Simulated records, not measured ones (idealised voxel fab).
The name of this process module is voxel wiring stack.
The width of the displayed cross-section, cut, is 200 nm; its cells are square, with a size of 5 nm.
Cross-section format: a grid of square cells, given as bands from top to bottom; each band is one or more rows of cells.
In this notation a band is specified by the heights of its top and bottom, in that order and in nm, after which its materials appear from left to right, each paired with its width in nm. The word "full width" attached to a single material means that material fills the band from edge to edge; the word "blank" stands for empty space.
Heights from 0 (as-received wafer is one material below). Bottom band endless downward, as "0..down".
Width spec "30->40" -> top row of cells at first value, bottom row at second value, equal per-row change in between.
"nothing got changed" after a step means that no cell of the cross-section changed.
For the entry "Enclosed void listing", the listed items are empty spaces with no open way to the top whose size is 8 cells or more; each item follows the pattern width x height at distance, where distance is from the left edge and all three are in nm.
Step line, after settings: the simulator's comment on this step.
overlay nm: right-of-plan distance of the mask on a masked step; negative values mean left-of-plan.
Note on reading: below, each pair holds a cross-section from before one process step and one from after it; the one from after shows only down to the lowest band that changed. Beneath the pair, the step in between is stated along with its settings. The pairs can stem from different runs of this module on the same starting wafer. Where a pair's entry headed "Pre-step view" says so, and only there, that pair continues from the pair above it.
PRE-STEP VIEW
* 0..down | Si full width
* Enclosed void listing: none
CUT VIEW, POST-STEP
* 15..0 | SiO2 full width
* Whatever lies below 0 is exactly as it was before.
* Enclosed void listing: none
Processing between the before and after sections above: CONFORMAL_DEP (material SiO2; thk nm 15)
Pre-step view: nothing new to draw here, it's the after view of the pair just above.
CUT VIEW, POST-STEP
* 20..15 | TiN full width
* Whatever lies below 15 is exactly as it was before.
* Enclosed void listing: none
Processing between the before and after sections above: DIRECTIONAL_DEP (material TiN; thk nm 5)
Pre-step view: nothing new to draw here, it's the after view of the pair just above.
CUT VIEW, POST-STEP
* 40..20 | Ru full width
* Whatever lies below 20 is exactly as it was before.
* Enclosed void listing: none
Processing between the before and after sections above: DIRECTIONAL_DEP (material Ru; thk nm 20)
Pre-step view: nothing new to draw here, it's the after view of the pair just above.
CUT VIEW, POST-STEP
* 40..20 | blank: 55 | Ru: 30 | blank: 30 | Ru: 30 | blank: 55
* Whatever lies below 20 is exactly as it was before.
* Enclosed void listing: none
Processing between the before and after sections above: MASKED_ETCH (tone cover; mask id METAL_1; width nm 30; pitch nm 60; etch materials Ru; depth nm 20; overlay nm 0)
Pre-step view: nothing new to draw here, it's the after view of the pair just above.
CUT VIEW, POST-STEP
* 40..20 | blank: 55 | Ru: 30 | blank: 30 | Ru: 30 | blank: 55
* 20..15 | blank: 55 | TiN: 30 | blank: 30 | TiN: 30 | blank: 55
* Whatever lies below 15 is exactly as it was before.
* Enclosed void listing: none
Processing between the before and after sections above: MASKED_ETCH (tone cover; mask id METAL_1; width nm 30; pitch nm 60; etch materials TiN; depth nm 5; overlay nm 0)
Pre-step view: nothing new to draw here, it's the after view of the pair just above.
CUT VIEW, POST-STEP
* 45..40 | blank: 50 | SiCN: 40 | blank: 20 | SiCN: 40 | blank: 50
* 40..20 | blank: 50 | SiCN: 5 | Ru: 30 | SiCN: 5 | blank: 20 | SiCN: 5 | Ru: 30 | SiCN: 5 | blank: 50
* 20..15 | SiCN: 55 | TiN: 30 | SiCN: 30 | TiN: 30 | SiCN: 55
* Whatever lies below 15 is exactly as it was before.
* Enclosed void listing: none
Processing between the before and after sections above: CONFORMAL_DEP (material SiCN; thk nm 5)
Pre-step view: nothing new to draw here, it's the after view of the pair just above.
CUT VIEW, POST-STEP
* 50..45 | SiO2 full width
* 45..40 | SiO2: 50 | SiCN: 40 | SiO2: 20 | SiCN: 40 | SiO2: 50
* 40..20 | SiO2: 50 | SiCN: 5 | Ru: 30 | SiCN: 5 | SiO2: 20 | SiCN: 5 | Ru: 30 | SiCN: 5 | SiO2: 50
* Whatever lies below 20 is exactly as it was before.
* Enclosed void listing: none
Processing between the before and after sections above: FILL_DEP (material SiO2; thk nm 5)
Pre-step view: nothing new to draw here, it's the after view of the pair just above.
CUT VIEW, POST-STEP
* 40..20 | SiO2: 50 | SiCN: 5 | Ru: 30 | SiCN: 5 | SiO2: 20 | SiCN: 5 | Ru: 30 | SiCN: 5 | SiO2: 50
* Whatever lies below 20 is exactly as it was before.
* Enclosed void listing: none
Processing between the before and after sections above: CMP (height nm 40)
Pre-step view: nothing new to draw here, it's the after view of the pair just above.
CUT VIEW, POST-STEP
* 45..40 | SiCN full width
* Whatever lies below 40 is exactly as it was before.
* Enclosed void listing: none
Processing between the before and after sections above: CONFORMAL_DEP (material SiCN; thk nm 5)
Pre-step view: nothing new to draw here, it's the after view of the pair just above.
CUT VIEW, POST-STEP
* 75..45 | lowk full width
* Whatever lies below 45 is exactly as it was before.
* Enclosed void listing: none
Processing between the before and after sections above: DIRECTIONAL_DEP (material lowk; thk nm 30)
Pre-step view: nothing new to draw here, it's the after view of the pair just above.
CUT VIEW, POST-STEP
* 95..75 | resist: 55 | blank: 15 | resist: 45 | blank: 15 | resist: 70
* Whatever lies below 75 is exactly as it was before.
* Enclosed void listing: none
Processing between the before and after sections above: PATTERN (tone open; mask id METAL_2_HOLES; material resist; width nm 15; pitch nm 60; thk nm 20; overlay nm 0)
Pre-step view: nothing new to draw here, it's the after view of the pair just above.
CUT VIEW, POST-STEP
* 95..75 | resist: 55 | blank: 15 | resist: 45 | blank: 15 | resist: 70
* 75..45 | lowk: 55 | blank: 15 | lowk: 45 | blank: 15 | lowk: 70
* Whatever lies below 45 is exactly as it was before.
* Enclosed void listing: none
Processing between the before and after sections above: DIRECTIONAL_ETCH (etch materials lowk; depth nm 30)
Pre-step view: nothing new to draw here, it's the after view of the pair just above.
CUT VIEW, POST-STEP
* 75..45 | lowk: 55 | blank: 15 | lowk: 45 | blank: 15 | lowk: 70
* Whatever lies below 45 is exactly as it was before.
* Enclosed void listing: none
Processing between the before and after sections above: STRIP (etch materials resist)
Pre-step view: nothing new to draw here, it's the after view of the pair just above.
CUT VIEW, POST-STEP
* 75..55 | lowk: 55 | blank: 30 | lowk: 30 | blank: 30 | lowk: 55
* Whatever lies below 55 is exactly as it was before.
* Enclosed void listing: none
Processing between the before and after sections above: MASKED_ETCH (tone open; mask id METAL_2; width nm 30; pitch nm 60; etch materials lowk; depth nm 20; overlay nm 0)
Pre-step view: nothing new to draw here, it's the after view of the pair just above.
CUT VIEW, POST-STEP
* 75..55 | lowk: 55 | blank: 30 | lowk: 30 | blank: 30 | lowk: 55
* 55..45 | lowk: 55 | blank: 15 | lowk: 45 | blank: 15 | lowk: 70
* 45..40 | SiCN: 55 | blank: 15 | SiCN: 45 | blank: 15 | SiCN: 70
* Whatever lies below 40 is exactly as it was before.
* Enclosed void listing: none
Processing between the before and after sections above: MASKED_ETCH (tone open; mask id METAL_2; width nm 30; pitch nm 60; etch materials SiCN; depth nm 5; overlay nm 0)
Pre-step view: nothing new to draw here, it's the after view of the pair just above.
CUT VIEW, POST-STEP
* 80..75 | TiN: 60 | blank: 20 | TiN: 40 | blank: 20 | TiN: 60
* 75..60 | lowk: 55 | TiN: 5 | blank: 20 | TiN: 5 | lowk: 30 | TiN: 5 | blank: 20 | TiN: 5 | lowk: 55
* 60..55 | lowk: 55 | TiN: 5 | blank: 5 | TiN: 20 | lowk: 30 | TiN: 5 | blank: 5 | TiN: 20 | lowk: 55
* 55..45 | lowk: 55 | TiN: 5 | blank: 5 | TiN: 5 | lowk: 45 | TiN: 5 | blank: 5 | TiN: 5 | lowk: 70
* 45..40 | SiCN: 55 | TiN: 15 | SiCN: 45 | TiN: 15 | SiCN: 70
* Whatever lies below 40 is exactly as it was before.
* Enclosed void listing: none
Processing between the before and after sections above: CONFORMAL_DEP (material TiN; thk nm 5)
Pre-step view: nothing new to draw here, it's the after view of the pair just above.
CUT VIEW, POST-STEP
* 90..80 | Cu full width
* 80..75 | TiN: 60 | Cu: 20 | TiN: 40 | Cu: 20 | TiN: 60
* 75..60 | lowk: 55 | TiN: 5 | Cu: 20 | TiN: 5 | lowk: 30 | TiN: 5 | Cu: 20 | TiN: 5 | lowk: 55
* 60..55 | lowk: 55 | TiN: 5 | Cu: 5 | TiN: 20 | lowk: 30 | TiN: 5 | Cu: 5 | TiN: 20 | lowk: 55
* 55..45 | lowk: 55 | TiN: 5 | Cu: 5 | TiN: 5 | lowk: 45 | TiN: 5 | Cu: 5 | TiN: 5 | lowk: 70
* Whatever lies below 45 is exactly as it was before.
* Enclosed void listing: none
Processing between the before and after sections above: FILL_DEP (material Cu; thk nm 10)
Pre-step view: nothing new to draw here, it's the after view of the pair just above.
CUT VIEW, POST-STEP
* 75..60 | lowk: 55 | TiN: 5 | Cu: 20 | TiN: 5 | lowk: 30 | TiN: 5 | Cu: 20 | TiN: 5 | lowk: 55
* Whatever lies below 60 is exactly as it was before.
* Enclosed void listing: none
Processing between the before and after sections above: CMP (height nm 75)
Pre-step view: nothing new to draw here, it's the after view of the pair just above.
CUT VIEW, POST-STEP
* 80..75 | SiCN full width
* Whatever lies below 75 is exactly as it was before.
* Enclosed void listing: none
Processing between the before and after sections above: CONFORMAL_DEP (material SiCN; thk nm 5)
Pre-step view: nothing new to draw here, it's the after view of the pair just above.
CUT VIEW, POST-STEP
* 115..80 | lowk full width
* Whatever lies below 80 is exactly as it was before.
* Enclosed void listing: none
Processing between the before and after sections above: DIRECTIONAL_DEP (material lowk; thk nm 35)
Pre-step view: nothing new to draw here, it's the after view of the pair just above.
CUT VIEW, POST-STEP
* 115..95 | lowk: 55 | blank: 30 | lowk: 30 | blank: 30 | lowk: 55
* Whatever lies below 95 is exactly as it was before.
* Enclosed void listing: none
Processing between the before and after sections above: MASKED_ETCH (tone open; mask id METAL_3; width nm 30; pitch nm 60; etch materials lowk; depth nm 20; overlay nm 0)
Pre-step view: nothing new to draw here, it's the after view of the pair just above.
CUT VIEW, POST-STEP
* 115..95 | lowk: 55 | blank: 30 | lowk: 30 | blank: 30 | lowk: 55
* 95..80 | lowk: 55 | blank: 15 | lowk: 130
* Whatever lies below 80 is exactly as it was before.
* Enclosed void listing: none
Processing between the before and after sections above: MASKED_ETCH (tone open; mask id METAL_3_HOLES; width nm 15; etch materials lowk; depth nm 15; overlay nm 0)
Pre-step view: nothing new to draw here, it's the after view of the pair just above.
CUT VIEW, POST-STEP
* 115..95 | lowk: 55 | blank: 30 | lowk: 30 | blank: 30 | lowk: 55
* 95..80 | lowk: 55 | blank: 15 | lowk: 130
* 80..75 | SiCN: 55 | blank: 15 | SiCN: 130
* Whatever lies below 75 is exactly as it was before.
* Enclosed void listing: none
Processing between the before and after sections above: MASKED_ETCH (tone open; mask id METAL_3_HOLES; width nm 15; etch materials SiCN; depth nm 5; overlay nm 0)
Pre-step view: nothing new to draw here, it's the after view of the pair just above.
CUT VIEW, POST-STEP
* 120..115 | TiN: 60 | blank: 20 | TiN: 40 | blank: 20 | TiN: 60
* 115..100 | lowk: 55 | TiN: 5 | blank: 20 | TiN: 5 | lowk: 30 | TiN: 5 | blank: 20 | TiN: 5 | lowk: 55
* 100..95 | lowk: 55 | TiN: 5 | blank: 5 | TiN: 20 | lowk: 30 | TiN: 30 | lowk: 55
* 95..80 | lowk: 55 | TiN: 5 | blank: 5 | TiN: 5 | lowk: 130
* 80..75 | SiCN: 55 | TiN: 15 | SiCN: 130
* Whatever lies below 75 is exactly as it was before.
* Enclosed void listing: none
Processing between the before and after sections above: CONFORMAL_DEP (material TiN; thk nm 5)
Pre-step view: nothing new to draw here, it's the after view of the pair just above.
CUT VIEW, POST-STEP
* 130..120 | Ru full width
* 120..115 | TiN: 60 | Ru: 20 | TiN: 40 | Ru: 20 | TiN: 60
* 115..100 | lowk: 55 | TiN: 5 | Ru: 20 | TiN: 5 | lowk: 30 | TiN: 5 | Ru: 20 | TiN: 5 | lowk: 55
* 100..95 | lowk: 55 | TiN: 5 | Ru: 5 | TiN: 20 | lowk: 30 | TiN: 30 | lowk: 55
* 95..80 | lowk: 55 | TiN: 5 | Ru: 5 | TiN: 5 | lowk: 130
* Whatever lies below 80 is exactly as it was before.
* Enclosed void listing: none
Processing between the before and after sections above: FILL_DEP (material Ru; thk nm 10)
Pre-step view: nothing new to draw here, it's the after view of the pair just above.
CUT VIEW, POST-STEP
* 115..100 | lowk: 55 | TiN: 5 | Ru: 20 | TiN: 5 | lowk: 30 | TiN: 5 | Ru: 20 | TiN: 5 | lowk: 55
* Whatever lies below 100 is exactly as it was before.
* Enclosed void listing: none
Processing between the before and after sections above: CMP (height nm 115)
Pre-step view: nothing new to draw here, it's the after view of the pair just above.
CUT VIEW, POST-STEP
* 120..115 | SiCN full width
* Whatever lies below 115 is exactly as it was before.
* Enclosed void listing: none
Processing between the before and after sections above: CONFORMAL_DEP (material SiCN; thk nm 5)
PRE-STEP VIEW
* 15..0 | SiO2 full width
* 0..down | Si full width
* Enclosed void listing: none
CUT VIEW, POST-STEP
* 35..15 | Ru full width
* Whatever lies below 15 is exactly as it was before.
* Enclosed void listing: none
Processing between the before and after sections above: DIRECTIONAL_DEP (material Ru; thk nm 20)
Pre-step view: nothing new to draw here, it's the after view of the pair just above.
CUT VIEW, POST-STEP
* 35..15 | blank: 55 | Ru: 30 | blank: 30 | Ru: 30 | blank: 55
* Whatever lies below 15 is exactly as it was before.
* Enclosed void listing: none
Processing between the before and after sections above: MASKED_ETCH (tone cover; mask id METAL_1; width nm 30; pitch nm 60; etch materials Ru; depth nm 20; overlay nm 0)
Pre-step view: nothing new to draw here, it's the after view of the pair just above.
CUT VIEW, POST-STEP
* 40..35 | blank: 50 | SiCN: 40 | blank: 20 | SiCN: 40 | blank: 50
* 35..20 | blank: 50 | SiCN: 5 | Ru: 30 | SiCN: 5 | blank: 20 | SiCN: 5 | Ru: 30 | SiCN: 5 | blank: 50
* 20..15 | SiCN: 55 | Ru: 30 | SiCN: 30 | Ru: 30 | SiCN: 55
* Whatever lies below 15 is exactly as it was before.
* Enclosed void listing: none
Processing between the before and after sections above: CONFORMAL_DEP (material SiCN; thk nm 5)
Pre-step view: nothing new to draw here, it's the after view of the pair just above.
CUT VIEW, POST-STEP
* 45..40 | SiO2 full width
* 40..35 | SiO2: 50 | SiCN: 40 | SiO2: 20 | SiCN: 40 | SiO2: 50
* 35..20 | SiO2: 50 | SiCN: 5 | Ru: 30 | SiCN: 5 | SiO2: 20 | SiCN: 5 | Ru: 30 | SiCN: 5 | SiO2: 50
* Whatever lies below 20 is exactly as it was before.
* Enclosed void listing: none
Processing between the before and after sections above: FILL_DEP (material SiO2; thk nm 5)
Pre-step view: nothing new to draw here, it's the after view of the pair just above.
CUT VIEW, POST-STEP
* 40..35 | SiO2: 50 | SiCN: 40 | SiO2: 20 | SiCN: 40 | SiO2: 50
* Whatever lies below 35 is exactly as it was before.
* Enclosed void listing: none
Processing between the before and after sections above: CMP (height nm 40)
Pre-step view: nothing new to draw here, it's the after view of the pair just above.
CUT VIEW, POST-STEP
* 45..40 | SiCN full width
* Whatever lies below 40 is exactly as it was before.
* Enclosed void listing: none
Processing between the before and after sections above: CONFORMAL_DEP (material SiCN; thk nm 5)
Pre-step view: nothing new to draw here, it's the after view of the pair just above.
CUT VIEW, POST-STEP
* 75..45 | lowk full width
* Whatever lies below 45 is exactly as it was before.
* Enclosed void listing: none
Processing between the before and after sections above: DIRECTIONAL_DEP (material lowk; thk nm 30)
Pre-step view: nothing new to draw here, it's the after view of the pair just above.
CUT VIEW, POST-STEP
* 95..75 | resist: 55 | blank: 15 | resist: 45 | blank: 15 | resist: 70
* Whatever lies below 75 is exactly as it was before.
* Enclosed void listing: none
Processing between the before and after sections above: PATTERN (tone open; mask id METAL_2_HOLES; material resist; width nm 15; pitch nm 60; thk nm 20; overlay nm 0)
Pre-step view: nothing new to draw here, it's the after view of the pair just above.
CUT VIEW, POST-STEP
* 95..75 | resist: 55 | blank: 15 | resist: 45 | blank: 15 | resist: 70
* 75..45 | lowk: 55 | blank: 15 | lowk: 45 | blank: 15 | lowk: 70
* Whatever lies below 45 is exactly as it was before.
* Enclosed void listing: none
Processing between the before and after sections above: DIRECTIONAL_ETCH (etch materials lowk; depth nm 30)
Pre-step view: nothing new to draw here, it's the after view of the pair just above.
CUT VIEW, POST-STEP
* 75..45 | lowk: 55 | blank: 15 | lowk: 45 | blank: 15 | lowk: 70
* Whatever lies below 45 is exactly as it was before.
* Enclosed void listing: none
Processing between the before and after sections above: STRIP (etch materials resist)
Pre-step view: nothing new to draw here, it's the after view of the pair just above.
CUT VIEW, POST-STEP
* 75..55 | lowk: 55 | blank: 30 | lowk: 30 | blank: 30 | lowk: 55
* Whatever lies below 55 is exactly as it was before.
* Enclosed void listing: none
Processing between the before and after sections above: MASKED_ETCH (tone open; mask id METAL_2; width nm 30; pitch nm 60; etch materials lowk; depth nm 20; overlay nm 0)
Pre-step view: nothing new to draw here, it's the after view of the pair just above.
CUT VIEW, POST-STEP
* 75..55 | lowk: 55 | blank: 30 | lowk: 30 | blank: 30 | lowk: 55
* 55..45 | lowk: 55 | blank: 15 | lowk: 45 | blank: 15 | lowk: 70
* 45..40 | SiCN: 55 | blank: 15 | SiCN: 45 | blank: 15 | SiCN: 70
* Whatever lies below 40 is exactly as it was before.
* Enclosed void listing: none
Processing between the before and after sections above: MASKED_ETCH (tone open; mask id METAL_2; width nm 30; pitch nm 60; etch materials SiCN; depth nm 5; overlay nm 0)
Pre-step view: nothing new to draw here, it's the after view of the pair just above.
CUT VIEW, POST-STEP
* 80..75 | TiN: 60 | blank: 20 | TiN: 40 | blank: 20 | TiN: 60
* 75..60 | lowk: 55 | TiN: 5 | blank: 20 | TiN: 5 | lowk: 30 | TiN: 5 | blank: 20 | TiN: 5 | lowk: 55
* 60..55 | lowk: 55 | TiN: 5 | blank: 5 | TiN: 20 | lowk: 30 | TiN: 5 | blank: 5 | TiN: 20 | lowk: 55
* 55..45 | lowk: 55 | TiN: 5 | blank: 5 | TiN: 5 | lowk: 45 | TiN: 5 | blank: 5 | TiN: 5 | lowk: 70
* 45..40 | SiCN: 55 | TiN: 15 | SiCN: 45 | TiN: 15 | SiCN: 70
* Whatever lies below 40 is exactly as it was before.
* Enclosed void listing: none
Processing between the before and after sections above: CONFORMAL_DEP (material TiN; thk nm 5)
Pre-step view: nothing new to draw here, it's the after view of the pair just above.
CUT VIEW, POST-STEP
* 90..80 | Cu full width
* 80..75 | TiN: 60 | Cu: 20 | TiN: 40 | Cu: 20 | TiN: 60
* 75..60 | lowk: 55 | TiN: 5 | Cu: 20 | TiN: 5 | lowk: 30 | TiN: 5 | Cu: 20 | TiN: 5 | lowk: 55
* 60..55 | lowk: 55 | TiN: 5 | Cu: 5 | TiN: 20 | lowk: 30 | TiN: 5 | Cu: 5 | TiN: 20 | lowk: 55
* 55..45 | lowk: 55 | TiN: 5 | Cu: 5 | TiN: 5 | lowk: 45 | TiN: 5 | Cu: 5 | TiN: 5 | lowk: 70
* Whatever lies below 45 is exactly as it was before.
* Enclosed void listing: none
Processing between the before and after sections above: FILL_DEP (material Cu; thk nm 10)
Pre-step view: nothing new to draw here, it's the after view of the pair just above.
CUT VIEW, POST-STEP
* 75..60 | lowk: 55 | TiN: 5 | Cu: 20 | TiN: 5 | lowk: 30 | TiN: 5 | Cu: 20 | TiN: 5 | lowk: 55
* Whatever lies below 60 is exactly as it was before.
* Enclosed void listing: none
Processing between the before and after sections above: CMP (height nm 75)
Pre-step view: nothing new to draw here, it's the after view of the pair just above.
CUT VIEW, POST-STEP
* 80..75 | SiCN full width
* Whatever lies below 75 is exactly as it was before.
* Enclosed void listing: none
Processing between the before and after sections above: CONFORMAL_DEP (material SiCN; thk nm 5)
Pre-step view: nothing new to draw here, it's the after view of the pair just above.
CUT VIEW, POST-STEP
* 115..80 | lowk full width
* Whatever lies below 80 is exactly as it was before.
* Enclosed void listing: none
Processing between the before and after sections above: DIRECTIONAL_DEP (material lowk; thk nm 35)
Pre-step view: nothing new to draw here, it's the after view of the pair just above.
CUT VIEW, POST-STEP
* 115..95 | lowk: 55 | blank: 30 | lowk: 30 | blank: 30 | lowk: 55
* Whatever lies below 95 is exactly as it was before.
* Enclosed void listing: none
Processing between the before and after sections above: MASKED_ETCH (tone open; mask id METAL_3; width nm 30; pitch nm 60; etch materials lowk; depth nm 20; overlay nm 0)
Pre-step view: nothing new to draw here, it's the after view of the pair just above.
CUT VIEW, POST-STEP
* 115..95 | lowk: 55 | blank: 30 | lowk: 30 | blank: 30 | lowk: 55
* 95..80 | lowk: 55 | blank: 15 | lowk: 130
* Whatever lies below 80 is exactly as it was before.
* Enclosed void listing: none
Processing between the before and after sections above: MASKED_ETCH (tone open; mask id METAL_3_HOLES; width nm 15; etch materials lowk; depth nm 15; overlay nm 0)
Pre-step view: nothing new to draw here, it's the after view of the pair just above.
CUT VIEW, POST-STEP
* 115..95 | lowk: 55 | blank: 30 | lowk: 30 | blank: 30 | lowk: 55
* 95..80 | lowk: 55 | blank: 15 | lowk: 130
* 80..75 | SiCN: 55 | blank: 15 | SiCN: 130
* Whatever lies below 75 is exactly as it was before.
* Enclosed void listing: none
Processing between the before and after sections above: MASKED_ETCH (tone open; mask id METAL_3_HOLES; width nm 15; etch materials SiCN; depth nm 5; overlay nm 0)
Pre-step view: nothing new to draw here, it's the after view of the pair just above.
CUT VIEW, POST-STEP
* 120..115 | TiN: 60 | blank: 20 | TiN: 40 | blank: 20 | TiN: 60
* 115..100 | lowk: 55 | TiN: 5 | blank: 20 | TiN: 5 | lowk: 30 | TiN: 5 | blank: 20 | TiN: 5 | lowk: 55
* 100..95 | lowk: 55 | TiN: 5 | blank: 5 | TiN: 20 | lowk: 30 | TiN: 30 | lowk: 55
* 95..80 | lowk: 55 | TiN: 5 | blank: 5 | TiN: 5 | lowk: 130
* 80..75 | SiCN: 55 | TiN: 15 | SiCN: 130
* Whatever lies below 75 is exactly as it was before.
* Enclosed void listing: none
Processing between the before and after sections above: CONFORMAL_DEP (material TiN; thk nm 5)
Pre-step view: nothing new to draw here, it's the after view of the pair just above.
CUT VIEW, POST-STEP
* 130..120 | Ru full width
* 120..115 | TiN: 60 | Ru: 20 | TiN: 40 | Ru: 20 | TiN: 60
* 115..100 | lowk: 55 | TiN: 5 | Ru: 20 | TiN: 5 | lowk: 30 | TiN: 5 | Ru: 20 | TiN: 5 | lowk: 55
* 100..95 | lowk: 55 | TiN: 5 | Ru: 5 | TiN: 20 | lowk: 30 | TiN: 30 | lowk: 55
* 95..80 | lowk: 55 | TiN: 5 | Ru: 5 | TiN: 5 | lowk: 130
* Whatever lies below 80 is exactly as it was before.
* Enclosed void listing: none
Processing between the before and after sections above: FILL_DEP (material Ru; thk nm 10)
Pre-step view: nothing new to draw here, it's the after view of the pair just above.
CUT VIEW, POST-STEP
* 115..100 | lowk: 55 | TiN: 5 | Ru: 20 | TiN: 5 | lowk: 30 | TiN: 5 | Ru: 20 | TiN: 5 | lowk: 55
* Whatever lies below 100 is exactly as it was before.
* Enclosed void listing: none
Processing between the before and after sections above: CMP (height nm 115)
Pre-step view: nothing new to draw here, it's the after view of the pair just above.
CUT VIEW, POST-STEP
* 120..115 | SiCN full width
* Whatever lies below 115 is exactly as it was before.
* Enclosed void listing: none
Processing between the before and after sections above: CONFORMAL_DEP (material SiCN; thk nm 5)
PRE-STEP VIEW
* 75..45 | lowk full width
* 45..40 | SiCN full width
* 40..20 | SiO2: 50 | SiCN: 5 | Ru: 30 | SiCN: 5 | SiO2: 20 | SiCN: 5 | Ru: 30 | SiCN: 5 | SiO2: 50
* 20..15 | SiCN: 55 | TiN: 30 | SiCN: 30 | TiN: 30 | SiCN: 55
* 15..0 | SiO2 full width
* 0..down | Si full width
* Enclosed void listing: none
CUT VIEW, POST-STEP
* 105..45 | lowk full width
* Whatever lies below 45 is exactly as it was before.
* Enclosed void listing: none
Processing between the before and after sections above: DIRECTIONAL_DEP (material lowk; thk nm 30)
Pre-step view: nothing new to draw here, it's the after view of the pair just above.
CUT VIEW, POST-STEP
* 125..105 | resist: 55 | blank: 15 | resist: 45 | blank: 15 | resist: 70
* Whatever lies below 105 is exactly as it was before.
* Enclosed void listing: none
Processing between the before and after sections above: PATTERN (tone open; mask id METAL_2_HOLES; material resist; width nm 15; pitch nm 60; thk nm 20; overlay nm 0)
Pre-step view: nothing new to draw here, it's the after view of the pair just above.
CUT VIEW, POST-STEP
* 125..105 | resist: 55 | blank: 15 | resist: 45 | blank: 15 | resist: 70
* 105..75 | lowk: 55 | blank: 15 | lowk: 45 | blank: 15 | lowk: 70
* Whatever lies below 75 is exactly as it was before.
* Enclosed void listing: none
Processing between the before and after sections above: DIRECTIONAL_ETCH (etch materials lowk; depth nm 30)
Pre-step view: nothing new to draw here, it's the after view of the pair just above.
CUT VIEW, POST-STEP
* 105..75 | lowk: 55 | blank: 15 | lowk: 45 | blank: 15 | lowk: 70
* Whatever lies below 75 is exactly as it was before.
* Enclosed void listing: none
Processing between the before and after sections above: STRIP (etch materials resist)
Pre-step view: nothing new to draw here, it's the after view of the pair just above.
CUT VIEW, POST-STEP
* 105..85 | lowk: 55 | blank: 30 | lowk: 30 | blank: 30 | lowk: 55
* 85..55 | lowk: 55 | blank: 15 | lowk: 45 | blank: 15 | lowk: 70
* Whatever lies below 55 is exactly as it was before.
* Enclosed void listing: none
Processing between the before and after sections above: MASKED_ETCH (tone open; mask id METAL_2; width nm 30; pitch nm 60; etch materials lowk; depth nm 20; overlay nm 0)
Pre-step view: nothing new to draw here, it's the after view of the pair just above.
CUT VIEW, POST-STEP
* 110..105 | TiN: 60 | blank: 20 | TiN: 40 | blank: 20 | TiN: 60
* 105..90 | lowk: 55 | TiN: 5 | blank: 20 | TiN: 5 | lowk: 30 | TiN: 5 | blank: 20 | TiN: 5 | lowk: 55
* 90..85 | lowk: 55 | TiN: 5 | blank: 5 | TiN: 20 | lowk: 30 | TiN: 5 | blank: 5 | TiN: 20 | lowk: 55
* 85..60 | lowk: 55 | TiN: 5 | blank: 5 | TiN: 5 | lowk: 45 | TiN: 5 | blank: 5 | TiN: 5 | lowk: 70
* 60..55 | lowk: 55 | TiN: 15 | lowk: 45 | TiN: 15 | lowk: 70
* Whatever lies below 55 is exactly as it was before.
* Enclosed void listing: none
Processing between the before and after sections above: CONFORMAL_DEP (material TiN; thk nm 5)
Pre-step view: nothing new to draw here, it's the after view of the pair just above.
CUT VIEW, POST-STEP
* 120..110 | Cu full width
* 110..105 | TiN: 60 | Cu: 20 | TiN: 40 | Cu: 20 | TiN: 60
* 105..90 | lowk: 55 | TiN: 5 | Cu: 20 | TiN: 5 | lowk: 30 | TiN: 5 | Cu: 20 | TiN: 5 | lowk: 55
* 90..85 | lowk: 55 | TiN: 5 | Cu: 5 | TiN: 20 | lowk: 30 | TiN: 5 | Cu: 5 | TiN: 20 | lowk: 55
* 85..60 | lowk: 55 | TiN: 5 | Cu: 5 | TiN: 5 | lowk: 45 | TiN: 5 | Cu: 5 | TiN: 5 | lowk: 70
* Whatever lies below 60 is exactly as it was before.
* Enclosed void listing: none
Processing between the before and after sections above: FILL_DEP (material Cu; thk nm 10)
Pre-step view: nothing new to draw here, it's the after view of the pair just above.
CUT VIEW, POST-STEP
* 75..60 | lowk: 55 | TiN: 5 | Cu: 5 | TiN: 5 | lowk: 45 | TiN: 5 | Cu: 5 | TiN: 5 | lowk: 70
* Whatever lies below 60 is exactly as it was before.
* Enclosed void listing: none
Processing between the before and after sections above: CMP (height nm 75)
Pre-step view: nothing new to draw here, it's the after view of the pair just above.
CUT VIEW, POST-STEP
* 80..75 | SiCN full width
* Whatever lies below 75 is exactly as it was before.
* Enclosed void listing: none
Processing between the before and after sections above: CONFORMAL_DEP (material SiCN; thk nm 5)
Pre-step view: nothing new to draw here, it's the after view of the pair just above.
CUT VIEW, POST-STEP
* 115..80 | lowk full width
* Whatever lies below 80 is exactly as it was before.
* Enclosed void listing: none
Processing between the before and after sections above: DIRECTIONAL_DEP (material lowk; thk nm 35)
Pre-step view: nothing new to draw here, it's the after view of the pair just above.
CUT VIEW, POST-STEP
* 115..95 | lowk: 55 | blank: 30 | lowk: 30 | blank: 30 | lowk: 55
* Whatever lies below 95 is exactly as it was before.
* Enclosed void listing: none
Processing between the before and after sections above: MASKED_ETCH (tone open; mask id METAL_3; width nm 30; pitch nm 60; etch materials lowk; depth nm 20; overlay nm 0)
Pre-step view: nothing new to draw here, it's the after view of the pair just above.
CUT VIEW, POST-STEP
* 115..95 | lowk: 55 | blank: 30 | lowk: 30 | blank: 30 | lowk: 55
* 95..80 | lowk: 55 | blank: 15 | lowk: 130
* Whatever lies below 80 is exactly as it was before.
* Enclosed void listing: none
Processing between the before and after sections above: MASKED_ETCH (tone open; mask id METAL_3_HOLES; width nm 15; etch materials lowk; depth nm 15; overlay nm 0)
Pre-step view: nothing new to draw here, it's the after view of the pair just above.
CUT VIEW, POST-STEP
* 115..95 | lowk: 55 | blank: 30 | lowk: 30 | blank: 30 | lowk: 55
* 95..80 | lowk: 55 | blank: 15 | lowk: 130
* 80..75 | SiCN: 55 | blank: 15 | SiCN: 130
* Whatever lies below 75 is exactly as it was before.
* Enclosed void listing: none
Processing between the before and after sections above: MASKED_ETCH (tone open; mask id METAL_3_HOLES; width nm 15; etch materials SiCN; depth nm 5; overlay nm 0)
Pre-step view: nothing new to draw here, it's the after view of the pair just above.
CUT VIEW, POST-STEP
* 120..115 | TiN: 60 | blank: 20 | TiN: 40 | blank: 20 | TiN: 60
* 115..100 | lowk: 55 | TiN: 5 | blank: 20 | TiN: 5 | lowk: 30 | TiN: 5 | blank: 20 | TiN: 5 | lowk: 55
* 100..95 | lowk: 55 | TiN: 5 | blank: 5 | TiN: 20 | lowk: 30 | TiN: 30 | lowk: 55
* 95..80 | lowk: 55 | TiN: 5 | blank: 5 | TiN: 5 | lowk: 130
* 80..75 | SiCN: 55 | TiN: 15 | SiCN: 130
* Whatever lies below 75 is exactly as it was before.
* Enclosed void listing: none
Processing between the before and after sections above: CONFORMAL_DEP (material TiN; thk nm 5)
